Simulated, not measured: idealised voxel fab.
process module | voxel local oxidation
cross-section cut | 275 nm wide | cells 5 nm
A cross-section is a grid of square cells, given in bands from the top down. A band is one or more rows of cells.
Each band's line starts with the height of the band's top and of its bottom, in nm. Then come its materials from left to right, each with its width in nm. One material with "throughout" fills the band from edge to edge. "air" is empty space.
Height 0 is the level under which the wafer as received is all one material. The lowest band goes on downwards, as in "0 down".
A width such as "30 to 40" changes by the same amount from each row of cells to the next, from the band's top row to its bottom row.
"no change" after a step means that no cell of the cross-section changed.
closed voids: empty space of 8 cells or more with no open way to the top, each as width x height at its distance from the left edge, in nm
after a step's settings: what the simulator itself notes on the step
overlay nm, on a step with a mask: how far to the right of its planned place the mask lay; to the left if negative
plan
1 op RECEIVE | material Si
2 op CONFORMAL_DEP | material SiO2 | thk nm 5
3 op CONFORMAL_DEP | material SiN | thk nm 15
4 op PATTERN | tone cover | mask id ACTIVE | material resist | width nm 95 | pitch nm 130 | thk nm 20 | overlay nm 0
5 op DIRECTIONAL_ETCH | etch materials SiN | depth nm 15
6 op STRIP | etch materials resist
7 op SELECTIVE_ETCH | etch materials SiO2 | depth nm 5
8 op OXIDIZE | depth nm 15
9 op STRIP | etch materials SiN
as received, after step 1
  0 down: Si throughout
  closed voids: none
a wafer at the end: this start, this plan, one mistake
  5 to 0: air 30 | SiO2 90 | air 40 | SiO2 90 | air 25
  0 to -15: SiO2 45 | Si 60 | SiO2 70 | Si 60 | SiO2 40
  -15 down: Si throughout
  closed voids: none
what went wrong: step 4 ran as: op PATTERN | tone cover | mask id ACTIVE | material resist | width nm 100 | pitch nm 130 | thk nm 20 | overlay nm 0
